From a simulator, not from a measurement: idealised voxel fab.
This section sets out a process module, namely voxel quadruple lines.
FYI the section here is cut, 290 nm wide, cells are 5 nm squares.
A cross-section is a grid of square cells, given in bands from the top down. A band is one or more rows of cells. Band: top height; bottom height; in nm. Then, left to right: material with width in nm, for each material. "full width": a single material spanning edge to edge. "empty": empty space. Height is counted from the level 0, under which the received wafer is composed throughout of one material. The lowest of the bands is not closed at the bottom but continues downward, in the notation "z 0 and below". Graded width ("30 to 40"): value in top row of band = first number; value in bottom row = second number; row-to-row change constant. "no change occurred" (step): cross-section cells unchanged, all of them. Each empty space that has no open way to the top and spans at least 8 cells appears under "Internal closed voids" as width x height at distance, the distance counted from the left edge, all in nm. Post-settings text on a step line: simulator's own remark regarding the step. The line of a step may include "overlay nm". On a step with a mask, this value is how far to the right of its planned place the mask lay. A negative value means the mask lay to the left.

### So here's the lineup of process steps we planned
1 RECEIVE with material Si
2 CONFORMAL_DEP with material Al2O3, thk nm 10
3 DIRECTIONAL_DEP with material Ru, thk nm 10
4 DIRECTIONAL_DEP with material polySi, thk nm 20
5 DIRECTIONAL_DEP with material aC, thk nm 20
6 PATTERN with tone cover, mask id MANDREL, material resist, width nm 15, thk nm 25, overlay nm 0
7 DIRECTIONAL_ETCH with etch materials aC, depth nm 20
8 STRIP with etch materials resist
9 CONFORMAL_DEP with material SiO2, thk nm 15
10 DIRECTIONAL_ETCH with etch materials SiO2, depth nm 15
11 STRIP with etch materials aC
12 DIRECTIONAL_ETCH with etch materials polySi, depth nm 20
13 STRIP with etch materials SiO2
14 CONFORMAL_DEP with material SiN, thk nm 5
15 DIRECTIONAL_ETCH with etch materials SiN, depth nm 5
16 STRIP with etch materials polySi
17 DIRECTIONAL_ETCH with etch materials Ru, depth nm 10
18 STRIP with etch materials SiN
The plan's step 6 width nm is the first wafer's value; the wafers differ in this setting and start identical.

### The as-received cross-section of the first of several wafers corresponds to the state after step 1
- z 0 and below | Si full width
- Internal closed voids: none

### Per wafer, end of module: cells gained (+) or lost (-) per material since receipt, then closed voids
width nm 15, +116 Al2O3, +8 Ru, Internal closed voids: none
width nm 20, +116 Al2O3, +8 Ru, Internal closed voids: none
width nm 25, +116 Al2O3, +8 Ru, Internal closed voids: none
width nm 30, +116 Al2O3, +8 Ru, Internal closed voids: none
width nm 35, +116 Al2O3, +8 Ru, Internal closed voids: none
width nm 40, +116 Al2O3, +8 Ru, Internal closed voids: none
